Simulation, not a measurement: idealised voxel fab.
The process module that follows is named voxel ribs on slabs.
Displayed cross-section: cut, width of 205 nm, square cells sized 5 nm.
In this document a cross-section is written as a grid of square cells. It is given as a series of bands, listed from the top down, and a band is one or more rows of cells.
It is stipulated that each band's entry specify, in nanometres, the height of the top of the band and then that of its bottom, followed by the materials of the band in left-to-right sequence, each together with its width in nanometres. A single material marked by the word "throughout" is understood to fill the band from edge to edge; the word "empty" is understood to denote empty space.
Heights are reckoned from 0. Under this level, the received wafer is all of one material. The bottommost band is open-ended downward, for example "0 and below".
It should be noted that a width expressed as "30 to 40" varies in equal increments from row to row of cells within the band, taking the value of the first number at the top row and that of the second number at the bottom row.
The cross-section has no changed cell in any step marked "remained the same".
Closed empty spaces (no open way to the top) of 8 cells or more are what "Closed void inventory" lists, each as width x height at distance from the left edge, nm for all three.
What comes after the settings on a step's line is commentary from the simulator itself on that step.
overlay nm: mask offset rightward from planned place, masked step; negative means leftward offset.

PROCESS STEPS - PLAN
1: RECEIVE with material Si
2: DIRECTIONAL_DEP with material SiO2, thk nm 30
3: DIRECTIONAL_DEP with material polySi, thk nm 25
4: MASKED_ETCH with tone cover, mask id RIB, width nm 30, etch materials polySi, depth nm 5, overlay nm 0
5: DIRECTIONAL_DEP with material aC, thk nm 15
6: PATTERN with tone cover, mask id SLAB, material resist, width nm 70, thk nm 35, overlay nm 0
7: DIRECTIONAL_ETCH with etch materials aC, depth nm 15
8: STRIP with etch materials resist
9: DIRECTIONAL_ETCH with etch materials polySi, depth nm 20
10: STRIP with etch materials aC
11: FILL_DEP with material SiO2, thk nm 25
12: CMP with height nm 70
13: DIRECTIONAL_DEP with material W, thk nm 10
14: MASKED_ETCH with tone cover, mask id HEATER, width nm 40, etch materials W, depth nm 10, overlay nm 0
15: CONFORMAL_DEP with material SiN, thk nm 5

SHOWN IN CROSS-SECTION IS THE WAFER AS RECEIVED, THAT IS, AS IT STANDS AFTER STEP 1
    0 and below = Si throughout
    Closed void inventory: none

CROSS-SECTION, END OF MODULE. START: AS ABOVE. PLAN: AS ABOVE. EXECUTION: ONE MISTAKE
    85 down to 80 = 75 nm empty / 50 nm SiN / 80 nm empty
    80 down to 75 = 75 nm empty / 5 nm SiN / 40 nm W / 5 nm SiN / 80 nm empty
    75 down to 70 = 80 nm SiN / 40 nm W / 85 nm SiN
    70 down to 55 = SiO2 throughout
    55 down to 50 = 65 nm SiO2 / 20 nm polySi / 30 nm SiO2 / 20 nm polySi / 70 nm SiO2
    50 down to 35 = 65 nm SiO2 / 70 nm polySi / 70 nm SiO2
    35 down to 30 = polySi throughout
    30 down to 0 = SiO2 throughout
    0 and below = Si throughout
    Closed void inventory: none
What was the processing mistake? heads up, step 4 didn't go per plan, it actually ran as MASKED_ETCH with tone open, mask id RIB, width nm 30, etch materials polySi, depth nm 5, overlay nm 0
